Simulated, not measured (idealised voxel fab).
Name of the process module below: voxel gate over fins
The cross-section on display is named cut; it measures 240 nm wide, and its cells are 5 nm squares.
Throughout this document, each cross-section is represented as a grid of square cells and is presented as a sequence of bands enumerated from the top downward, where a band comprises one or more rows of cells. In this notation a band is specified by the heights of its top and bottom, in that order and in nm, after which its materials appear from left to right, each paired with its width in nm. The word "throughout" attached to a single material means that material fills the band from edge to edge; the word "air" stands for empty space. Note: height 0 marks the level under which the wafer is uniformly one material as received. Lowest band unbounded below, written "0..down". The width entry "30 to 40" should be interpreted row by row: the top row of cells in the band takes the first number, the bottom row takes the second number, and the change between adjacent rows is uniform throughout. Reading "no change" for a step: not a cell of the cross-section changed in it. Voids not open to the top, 8 cells minimum: see "Closed void entries". Written width x height at distance; distance is from the left edge; nm. If you see something after the settings on a step's line, that's the simulator's own remark about that step. Among the settings permitted on a step's line is "overlay nm"; applied to a step with a mask, it specifies the extent to which the mask lay to the right of its planned position, whereas a negative figure signifies a position to the left.

Process steps foreseen in the plan:
1 RECEIVE with material Si
2 CONFORMAL_DEP with material SiN, thk nm 5
3 MASKED_ETCH with tone cover, mask id FINS, width nm 15, pitch nm 40, etch materials SiN, depth nm 5, overlay nm 0
4 MASKED_ETCH with tone cover, mask id FINS, width nm 15, pitch nm 40, etch materials Si, depth nm 40, overlay nm 0
5 OXIDIZE with depth nm 5
6 FILL_DEP with material SiO2, thk nm 15
7 CMP with height nm 5
8 SELECTIVE_ETCH with etch materials SiO2, depth nm 15
9 STRIP with etch materials SiN
10 CONFORMAL_DEP with material HfO2, thk nm 5
11 CONFORMAL_DEP with material TiN, thk nm 5
12 FILL_DEP with material W, thk nm 10
13 CMP with height nm 15
14 CONFORMAL_DEP with material SiCN, thk nm 5

Cross-section: wafer on arrival = after step 1:
- 0..down | Si throughout
- Closed void entries: none

As-planned run: cross-section of the first of two wafers at end of module:
- 20..15 | SiCN throughout
- 15..10 | W throughout
- 10..5 | W 45 nm  TiN 25 nm  W 15 nm  TiN 25 nm  W 15 nm  TiN 25 nm  W 15 nm  TiN 25 nm  W 50 nm
- 5..0 | W 45 nm  TiN 5 nm  HfO2 15 nm  TiN 5 nm  W 15 nm  TiN 5 nm  HfO2 15 nm  TiN 5 nm  W 15 nm  TiN 5 nm  HfO2 15 nm  TiN 5 nm  W 15 nm  TiN 5 nm  HfO2 15 nm  TiN 5 nm  W 50 nm
- 0..-5 | TiN 50 nm  HfO2 5 nm  Si 5 nm  HfO2 5 nm  TiN 25 nm  HfO2 5 nm  Si 5 nm  HfO2 5 nm  TiN 25 nm  HfO2 5 nm  Si 5 nm  HfO2 5 nm  TiN 25 nm  HfO2 5 nm  Si 5 nm  HfO2 5 nm  TiN 55 nm
- -5..-10 | HfO2 55 nm  Si 5 nm  HfO2 35 nm  Si 5 nm  HfO2 35 nm  Si 5 nm  HfO2 35 nm  Si 5 nm  HfO2 60 nm
- -10..-45 | SiO2 55 nm  Si 5 nm  SiO2 35 nm  Si 5 nm  SiO2 35 nm  Si 5 nm  SiO2 35 nm  Si 5 nm  SiO2 60 nm
- -45..down | Si throughout
- Closed void entries: none

Second wafer cross-section at end of module - shared start and plan with the first, one mistake in the run:
- 20..15 | SiCN throughout
- 15..10 | W throughout
- 10..5 | W 40 nm  TiN 35 nm  W 5 nm  TiN 35 nm  W 5 nm  TiN 35 nm  W 5 nm  TiN 35 nm  W 45 nm
- 5..0 | W 40 nm  TiN 5 nm  HfO2 25 nm  TiN 5 nm  W 5 nm  TiN 5 nm  HfO2 25 nm  TiN 5 nm  W 5 nm  TiN 5 nm  HfO2 25 nm  TiN 5 nm  W 5 nm  TiN 5 nm  HfO2 25 nm  TiN 5 nm  W 45 nm
- 0..-30 | W 40 nm  TiN 5 nm  HfO2 5 nm  SiO2 5 nm  Si 5 nm  SiO2 5 nm  HfO2 5 nm  TiN 5 nm  W 5 nm  TiN 5 nm  HfO2 5 nm  SiO2 5 nm  Si 5 nm  SiO2 5 nm  HfO2 5 nm  TiN 5 nm  W 5 nm  TiN 5 nm  HfO2 5 nm  SiO2 5 nm  Si 5 nm  SiO2 5 nm  HfO2 5 nm  TiN 5 nm  W 5 nm  TiN 5 nm  HfO2 5 nm  SiO2 5 nm  Si 5 nm  SiO2 5 nm  HfO2 5 nm  TiN 5 nm  W 45 nm
- -30..-35 | TiN 45 nm  HfO2 5 nm  SiO2 5 nm  Si 5 nm  SiO2 5 nm  HfO2 5 nm  TiN 15 nm  HfO2 5 nm  SiO2 5 nm  Si 5 nm  SiO2 5 nm  HfO2 5 nm  TiN 15 nm  HfO2 5 nm  SiO2 5 nm  Si 5 nm  SiO2 5 nm  HfO2 5 nm  TiN 15 nm  HfO2 5 nm  SiO2 5 nm  Si 5 nm  SiO2 5 nm  HfO2 5 nm  TiN 50 nm
- -35..-40 | HfO2 50 nm  SiO2 5 nm  Si 5 nm  SiO2 5 nm  HfO2 25 nm  SiO2 5 nm  Si 5 nm  SiO2 5 nm  HfO2 25 nm  SiO2 5 nm  Si 5 nm  SiO2 5 nm  HfO2 25 nm  SiO2 5 nm  Si 5 nm  SiO2 5 nm  HfO2 55 nm
- -40..-45 | SiO2 55 nm  Si 5 nm  SiO2 35 nm  Si 5 nm  SiO2 35 nm  Si 5 nm  SiO2 35 nm  Si 5 nm  SiO2 60 nm
- -45..down | Si throughout
- Closed void entries: none
Against the plan, the run slipped here: the process deviated at step 6: the operation and settings actually run there were FILL_DEP with material SiN, thk nm 15
Heads up, by the end the second wafer has more or fewer cells of some materials compared to the first: HfO2 +48; SiO2 -200; TiN +48; W +104
